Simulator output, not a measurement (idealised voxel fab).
process module | voxel air gaps
cross-section cut | 245 nm wide | cells 5 nm
A cross-section is a grid of square cells, given in bands from the top down. A band is one or more rows of cells.
Each band's line starts with the height of the band's top and of its bottom, in nm. Then come its materials from left to right, each with its width in nm. One material with "throughout" fills the band from edge to edge. "air" is empty space.
Height 0 is the level under which the wafer as received is all one material. The lowest band goes on downwards, as in "0 down".
A width such as "30 to 40" changes by the same amount from each row of cells to the next, from the band's top row to its bottom row.
"no change" after a step means that no cell of the cross-section changed.
closed voids: empty space of 8 cells or more with no open way to the top, each as width x height at its distance from the left edge, in nm
after a step's settings: what the simulator itself notes on the step
overlay nm, on a step with a mask: how far to the right of its planned place the mask lay; to the left if negative
plan
1 op RECEIVE | material Si
2 op CONFORMAL_DEP | material SiO2 | thk nm 15
3 op CONFORMAL_DEP | material SiN | thk nm 5
4 op DIRECTIONAL_DEP | material lowk | thk nm 30
5 op DIRECTIONAL_DEP | material aC | thk nm 15
6 op PATTERN | tone open | mask id LINES | material resist | width nm 25 | pitch nm 55 | thk nm 30 | overlay nm 0
7 op DIRECTIONAL_ETCH | etch materials aC | depth nm 15
8 op STRIP | etch materials resist
9 op DIRECTIONAL_ETCH | etch materials lowk | depth nm 30
10 op STRIP | etch materials aC
11 op CONFORMAL_DEP | material TiN | thk nm 5
12 op FILL_DEP | material W | thk nm 10
13 op CMP | height nm 50
14 op EPI | material Ru | thk nm 10
15 op SELECTIVE_ETCH | etch materials lowk | depth nm 40
16 op CONFORMAL_DEP | material SiN | thk nm 5
varied across the wafers: thk nm of step 11. The plan shows the first wafer's value. All wafers start alike
first wafer as received, after step 1
  0 down: Si throughout
  closed voids: none
first wafer at the end, after step 16
  65 to 60: air 40 | SiN 165 | air 40
  60 to 50: air 40 | SiN 5 | Ru 45 | SiN 10 | Ru 45 | SiN 10 | Ru 45 | SiN 5 | air 40
  50 to 45: air 40 | SiN 15 | TiN 5 | W 15 | TiN 5 | SiN 30 | TiN 5 | W 15 | TiN 5 | SiN 30 | TiN 5 | W 15 | TiN 5 | SiN 15 | air 40
  45 to 25: air 50 | SiN 5 | TiN 5 | W 15 | TiN 5 | SiN 5 | air 20 | SiN 5 | TiN 5 | W 15 | TiN 5 | SiN 5 | air 20 | SiN 5 | TiN 5 | W 15 | TiN 5 | SiN 5 | air 50
  25 to 20: SiN 55 | TiN 25 | SiN 30 | TiN 25 | SiN 30 | TiN 25 | SiN 55
  20 to 15: SiN throughout
  15 to 0: SiO2 throughout
  0 down: Si throughout
  closed voids: 20 x 20 at 85; 20 x 20 at 140
last wafer at the end
  65 to 60: air 40 | SiN 165 | air 40
  60 to 50: air 40 | SiN 5 | Ru 45 | SiN 10 | Ru 45 | SiN 10 | Ru 45 | SiN 5 | air 40
  50 to 45: air 40 | SiN 15 | TiN 25 | SiN 30 | TiN 25 | SiN 30 | TiN 25 | SiN 15 | air 40
  45 to 25: air 50 | SiN 5 | TiN 25 | SiN 5 | air 20 | SiN 5 | TiN 25 | SiN 5 | air 20 | SiN 5 | TiN 25 | SiN 5 | air 50
  25 to 20: SiN 55 | TiN 25 | SiN 30 | TiN 25 | SiN 30 | TiN 25 | SiN 55
  20 to 15: SiN throughout
  15 to 0: SiO2 throughout
  0 down: Si throughout
  closed voids: 20 x 20 at 85; 20 x 20 at 140
each wafer at the end: cells of each material gained (+) or lost (-) since it was received, then its closed voids
thk nm 5 | +54 Ru | +170 SiN | +147 SiO2 | +45 TiN | +45 W | closed voids: 20 x 20 at 85; 20 x 20 at 140
thk nm 10 | +54 Ru | +170 SiN | +147 SiO2 | +78 TiN | +12 W | closed voids: 20 x 20 at 85; 20 x 20 at 140
thk nm 15 | +54 Ru | +170 SiN | +147 SiO2 | +90 TiN | closed voids: 20 x 20 at 85; 20 x 20 at 140
thk nm 20 | +54 Ru | +170 SiN | +147 SiO2 | +90 TiN | closed voids: 20 x 20 at 85; 20 x 20 at 140
